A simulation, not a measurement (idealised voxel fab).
Process module under the name voxel gate over fins
For reference, the cross-section in this document is cut, with width 255 nm and square cells of 5 nm.
Bands, listed from the top down, are how a cross-section gets written in this document; the cross-section itself is a grid of square cells, and a band is one or more rows of them. The entry gives the band's vertical extent as a top height and a bottom height in nm, then its horizontal make-up as materials from left to right, each with a width in nm. "air" stands for empty space; a single material marked "full width" fills the band edge to edge. Height datum 0, below which the as-received substrate wafer is one material. Lowest band open at the bottom, running downward: "0 and below". Graded width ("30..40"): value in top row of band = first number; value in bottom row = second number; row-to-row change constant. It should be understood that the words "no alteration", when stated for a given step, signify that the cross-section underwent no change in any of its cells during that step. The list in "Enclosed cavities" covers empty spaces of 8 cells or more that cannot reach the top through any open way, and it gives each as width x height at distance; the distance is from the left edge, and width, height and distance are in nm. Text after the settings on a step's line: the simulator's own remark on that step. overlay nm: for a step with a mask, the amount by which the mask lay right of where it was planned; a negative amount means left of it.
# Planned step list for the process
1,RECEIVE: material Si
2,CONFORMAL_DEP: material SiN, thk nm 10
3,MASKED_ETCH: tone cover, mask id FINS, width nm 15, pitch nm 55, etch materials SiN, depth nm 10, overlay nm 0
4,MASKED_ETCH: tone cover, mask id FINS, width nm 15, pitch nm 55, etch materials Si, depth nm 40, overlay nm 0
5,OXIDIZE: depth nm 5
6,FILL_DEP: material SiO2, thk nm 10
7,CMP: height nm 10
8,DIRECTIONAL_DEP: material aC, thk nm 10
9,PATTERN: tone open, mask id RAIL, material resist, width nm 15, thk nm 30, overlay nm 0
10,DIRECTIONAL_ETCH: etch materials aC, depth nm 10
11,STRIP: etch materials resist
12,DIRECTIONAL_ETCH: etch materials SiO2, depth nm 45
13,STRIP: etch materials aC
14,CONFORMAL_DEP: material TiN, thk nm 5
15,FILL_DEP: material W, thk nm 10
16,CMP: height nm 10
17,SELECTIVE_ETCH: etch materials W Ru TiN, depth nm 35
18,FILL_DEP: material SiO2, thk nm 5
19,CMP: height nm 10
20,SELECTIVE_ETCH: etch materials SiO2, depth nm 25
21,STRIP: etch materials SiN
22,CONFORMAL_DEP: material HfO2, thk nm 5
23,CONFORMAL_DEP: material TiN, thk nm 5
24,FILL_DEP: material W, thk nm 15
25,CMP: height nm 20
26,CONFORMAL_DEP: material SiCN, thk nm 10
# Cross-sectional view of the wafer in its as-received condition, corresponding to the state after step 1
> 0 and below  Si full width
> Enclosed cavities: none
# The plan above was carried out on the starting structure above with one mistake, and this cross-section shows the wafer at the end of the module
> 30 down to 20  SiCN full width
> 20 down to 15  20 nm W; 45 nm TiN; 10 nm W; 45 nm TiN; 10 nm W; 45 nm TiN; 10 nm W; 45 nm TiN; 25 nm W
> 15 down to 5  20 nm W; 5 nm TiN; 35 nm HfO2; 5 nm TiN; 10 nm W; 5 nm TiN; 35 nm HfO2; 5 nm TiN; 10 nm W; 5 nm TiN; 35 nm HfO2; 5 nm TiN; 10 nm W; 5 nm TiN; 35 nm HfO2; 5 nm TiN; 25 nm W
> 5 down to 0  25 nm TiN; 35 nm HfO2; 20 nm TiN; 35 nm HfO2; 20 nm TiN; 35 nm HfO2; 20 nm TiN; 35 nm HfO2; 30 nm TiN
> 0 down to -15  40 nm HfO2; 5 nm Si; 50 nm HfO2; 5 nm Si; 50 nm HfO2; 5 nm Si; 50 nm HfO2; 5 nm Si; 45 nm HfO2
> -15 down to -25  40 nm SiO2; 5 nm Si; 50 nm SiO2; 5 nm Si; 50 nm SiO2; 5 nm Si; 50 nm SiO2; 5 nm Si; 45 nm SiO2
> -25 down to -30  40 nm SiO2; 5 nm Si; 15 nm SiO2; 5 nm TiN; 5 nm W; 5 nm TiN; 20 nm SiO2; 5 nm Si; 50 nm SiO2; 5 nm Si; 50 nm SiO2; 5 nm Si; 45 nm SiO2
> -30 down to -35  40 nm SiO2; 5 nm Si; 15 nm SiO2; 15 nm TiN; 20 nm SiO2; 5 nm Si; 50 nm SiO2; 5 nm Si; 50 nm SiO2; 5 nm Si; 45 nm SiO2
> -35 down to -45  40 nm SiO2; 5 nm Si; 50 nm SiO2; 5 nm Si; 50 nm SiO2; 5 nm Si; 50 nm SiO2; 5 nm Si; 45 nm SiO2
> -45 and below  Si full width
> Enclosed cavities: none
Diagnosis: in deviation from the planned setting, step 22 was conducted as CONFORMAL_DEP: material HfO2, thk nm 15
